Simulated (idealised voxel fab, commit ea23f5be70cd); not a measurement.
Process module in this document: voxel wiring stack
Xsec cut, 210 nm wide, square cell size 5 nm.
Just so we're on the same page, the cross-sections are grids of square cells, and they're listed out in bands top to bottom, each band one or more rows deep.
In this notation a band is specified by the heights of its top and bottom, in that order and in nm, after which its materials appear from left to right, each paired with its width in nm. The word "everywhere" attached to a single material means that material fills the band from edge to edge; the word "air" stands for empty space.
Note: height 0 marks the level under which the wafer is uniformly one material as received. Lowest band unbounded below, written "0 and below".
The notation "30->40" denotes a width that varies across the rows of cells in the band, beginning at the first number in the top row, finishing at the second number in the bottom row, and changing by an identical amount from each row to the next.
Key: "no modification" - step with no changed cell in the cross-section.
The entry "Closed void entries" lists the empty spaces that cover at least 8 cells and have no open path to the top. Each is written as width x height at distance, where the distance is measured from the left edge and all three values are in nm.
Heads up: the bit after the settings on a step's line is the simulator's remark on that step.
What "overlay nm" on a step's line means: if the step has a mask, that mask lay this far to the right of its planned place, or, when the value is negative, to the left.

LIST OF PLANNED PROCESS STEPS
1) RECEIVE with material Si
2) CONFORMAL_DEP with material SiO2, thk nm 15
3) DIRECTIONAL_DEP with material TiN, thk nm 5
4) DIRECTIONAL_DEP with material Ru, thk nm 25
5) DIRECTIONAL_DEP with material aC, thk nm 15
6) PATTERN with tone cover, mask id METAL_1, material resist, width nm 30, pitch nm 55, thk nm 35, overlay nm 0
7) DIRECTIONAL_ETCH with etch materials aC, depth nm 15
8) STRIP with etch materials resist
9) DIRECTIONAL_ETCH with etch materials Ru, depth nm 25
10) DIRECTIONAL_ETCH with etch materials TiN, depth nm 5
11) STRIP with etch materials aC
12) CONFORMAL_DEP with material SiN, thk nm 5
13) FILL_DEP with material SiO2, thk nm 5
14) CMP with height nm 45
15) CONFORMAL_DEP with material SiCN, thk nm 5
16) DIRECTIONAL_DEP with material SiO2, thk nm 35
17) MASKED_ETCH with tone open, mask id METAL_2_HOLES, width nm 15, pitch nm 55, etch materials SiO2, depth nm 35, overlay nm 0
18) MASKED_ETCH with tone open, mask id METAL_2, width nm 30, pitch nm 55, etch materials SiO2, depth nm 20, overlay nm 0
19) MASKED_ETCH with tone open, mask id METAL_2, width nm 30, pitch nm 55, etch materials SiCN, depth nm 5, overlay nm 0
20) CONFORMAL_DEP with material TiN, thk nm 5
21) FILL_DEP with material Ru, thk nm 5
22) CMP with height nm 85
23) CONFORMAL_DEP with material SiCN, thk nm 5
24) DIRECTIONAL_DEP with material lowk, thk nm 15
25) PATTERN with tone open, mask id PLUG_2, material resist, width nm 15, thk nm 20, overlay nm 0
26) DIRECTIONAL_ETCH with etch materials lowk, depth nm 15
27) DIRECTIONAL_ETCH with etch materials SiCN, depth nm 5
28) STRIP with etch materials resist
29) EPI with material Ru, thk nm 10
30) EPI with material Ru, thk nm 10
31) DIRECTIONAL_DEP with material TiN, thk nm 5
32) DIRECTIONAL_DEP with material Ru, thk nm 15
33) MASKED_ETCH with tone cover, mask id METAL_3, width nm 30, pitch nm 55, etch materials Ru, depth nm 15, overlay nm 0
34) MASKED_ETCH with tone cover, mask id METAL_3, width nm 30, pitch nm 55, etch materials TiN, depth nm 5, overlay nm 0
35) CONFORMAL_DEP with material SiN, thk nm 5
36) FILL_DEP with material SiO2, thk nm 10
37) CMP with height nm 125
38) CONFORMAL_DEP with material SiN, thk nm 5

AS RECEIVED, AFTER STEP 1
    0 and below = Si everywhere
    Closed void entries: none

POST-MODULE CROSS-SECTION OF THE FIRST OF TWO WAFERS (RUN PER PLAN)
    130 down to 125 = SiN everywhere
    125 down to 110 = 55 SiO2 / 5 SiN / 30 Ru / 5 SiN / 15 SiO2 / 5 SiN / 30 Ru / 5 SiN / 60 SiO2
    110 down to 105 = 60 SiN / 30 TiN / 25 SiN / 30 TiN / 65 SiN
    105 down to 90 = 60 lowk / 15 Ru / 135 lowk
    90 down to 85 = 60 SiCN / 15 Ru / 135 SiCN
    85 down to 70 = 60 SiO2 / 5 TiN / 20 Ru / 5 TiN / 25 SiO2 / 5 TiN / 20 Ru / 5 TiN / 65 SiO2
    70 down to 65 = 60 SiO2 / 5 TiN / 5 Ru / 20 TiN / 25 SiO2 / 5 TiN / 5 Ru / 20 TiN / 65 SiO2
    65 down to 50 = 60 SiO2 / 5 TiN / 5 Ru / 5 TiN / 40 SiO2 / 5 TiN / 5 Ru / 5 TiN / 80 SiO2
    50 down to 45 = 60 SiCN / 15 TiN / 40 SiCN / 15 TiN / 80 SiCN
    45 down to 20 = 55 SiO2 / 5 SiN / 30 Ru / 5 SiN / 15 SiO2 / 5 SiN / 30 Ru / 5 SiN / 60 SiO2
    20 down to 15 = 60 SiN / 30 TiN / 25 SiN / 30 TiN / 65 SiN
    15 down to 0 = SiO2 everywhere
    0 and below = Si everywhere
    Closed void entries: none

END OF MODULE, SECOND WAFER, CROSS-SECTION. STARTED LIKE THE FIRST, PLANNED LIKE THE FIRST, RUN WITH ONE MISTAKE
    130 down to 125 = SiN everywhere
    125 down to 110 = 55 SiO2 / 5 SiN / 30 Ru / 5 SiN / 15 SiO2 / 5 SiN / 30 Ru / 5 SiN / 60 SiO2
    110 down to 105 = 60 SiN / 30 TiN / 25 SiN / 30 TiN / 65 SiN
    105 down to 90 = 60 lowk / 15 Ru / 135 lowk
    90 down to 85 = 60 SiCN / 15 Ru / 135 SiCN
    85 down to 80 = 60 SiCN / 30 TiN / 25 SiCN / 30 TiN / 65 SiCN
    80 down to 45 = SiO2 everywhere
    45 down to 20 = 55 SiO2 / 5 SiN / 30 Ru / 5 SiN / 15 SiO2 / 5 SiN / 30 Ru / 5 SiN / 60 SiO2
    20 down to 15 = 60 SiN / 30 TiN / 25 SiN / 30 TiN / 65 SiN
    15 down to 0 = SiO2 everywhere
    0 and below = Si everywhere
    Closed void entries: none
Want to know what went wrong? sequence error: steps 15 and 16 interchanged
Wafer comparison, final, in cells, second relative to first, materials more or fewer: Ru: 32 fewer, SiCN: 6 fewer, SiO2: 66 more, TiN: 28 fewer
